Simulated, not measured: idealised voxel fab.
Process module heading - voxel fin reveal
Square cells of 5 nm make up the cross-section cut, whose width is 180 nm.
In this document a cross-section is written as a grid of square cells. It is given as a series of bands, listed from the top down, and a band is one or more rows of cells.
Within each band entry, the heights of the top and of the bottom of the band appear first, in that order and in nm; the materials of the band then follow from left to right, each with its corresponding width in nm. The designation "all across" on a single material indicates that it fills the band from edge to edge; the designation "blank" indicates empty space.
It should be noted that heights are counted from 0, beneath which the wafer as supplied is of one material throughout, and that the lowest band possesses no lower boundary but continues downward, as written in "0 -> down".
Note: "30..40" means the width goes from the first number (top row of the band) to the second number (bottom row) in equal steps per row of cells.
What does "no alterations made" mean for a step? It means no cell of the cross-section changed in that step.
Basically, "Internal closed voids" tells you about the enclosed voids: empty spaces with no open way to the top, 8 cells or bigger, each written width x height at distance, where distance is from the left edge, all in nm.
Read whatever lies past the settings on a step's line as the simulator's own remark about the step.
The "overlay nm" setting may appear on a step's line; for a step that uses a mask, it gives how far to the right of its planned position the mask lay, and a negative value indicates the left.
# The following list gives the planned process steps
1,RECEIVE | material Si
2,CONFORMAL_DEP | material SiN | thk nm 10
3,MASKED_ETCH | tone cover | mask id FINS | width nm 15 | pitch nm 40 | etch materials SiN | depth nm 10 | overlay nm 0
4,MASKED_ETCH | tone cover | mask id FINS | width nm 15 | pitch nm 40 | etch materials Si | depth nm 35 | overlay nm 0
5,OXIDIZE | depth nm 5
6,FILL_DEP | material SiO2 | thk nm 5
7,CMP | height nm 10
8,SELECTIVE_ETCH | etch materials SiO2 | depth nm 25
9,STRIP | etch materials SiN
10,CONFORMAL_DEP | material HfO2 | thk nm 5
# As-received wafer cross-section (after step 1)
* 0 -> down = Si all across
* Internal closed voids: none
# First of two wafers at the end of the module, shown in cross-section; run carried out as planned
* 5 -> 0 = blank: 60; HfO2: 15; blank: 25; HfO2: 15; blank: 65
* 0 -> -10 = blank: 60; HfO2: 5; Si: 5; HfO2: 5; blank: 25; HfO2: 5; Si: 5; HfO2: 5; blank: 65
* -10 -> -15 = HfO2: 65; Si: 5; HfO2: 35; Si: 5; HfO2: 70
* -15 -> -40 = SiO2: 65; Si: 5; SiO2: 35; Si: 5; SiO2: 70
* -40 -> down = Si all across
* Internal closed voids: none
# Cross-section at end of module for the second wafer of two, which matched the first in starting point and plan and differed by one mistake in its processing
* 5 -> 0 = blank: 50; HfO2: 15; blank: 25; HfO2: 15; blank: 75
* 0 -> -10 = blank: 50; HfO2: 5; Si: 5..15; HfO2: 15..5; blank: 15; HfO2: 5; Si: 5..15; HfO2: 15..5; blank: 65
* -10 -> -15 = HfO2: 55; Si: 15; HfO2: 25; Si: 15; HfO2: 70
* -15 -> -40 = SiO2: 55; Si: 15; SiO2: 25; Si: 15; SiO2: 70
* -40 -> down = Si all across
* Internal closed voids: none
Heads up, the wafer didn't run the way we planned it: step 3 went in with a setting other than planned; the actual run was MASKED_ETCH | tone cover | mask id FINS | width nm 15 | pitch nm 40 | etch materials SiN | depth nm 10 | overlay nm -10
Final difference in cells, second wafer against first, listed per material as more or fewer: 28 more of Si; 20 fewer of SiO2
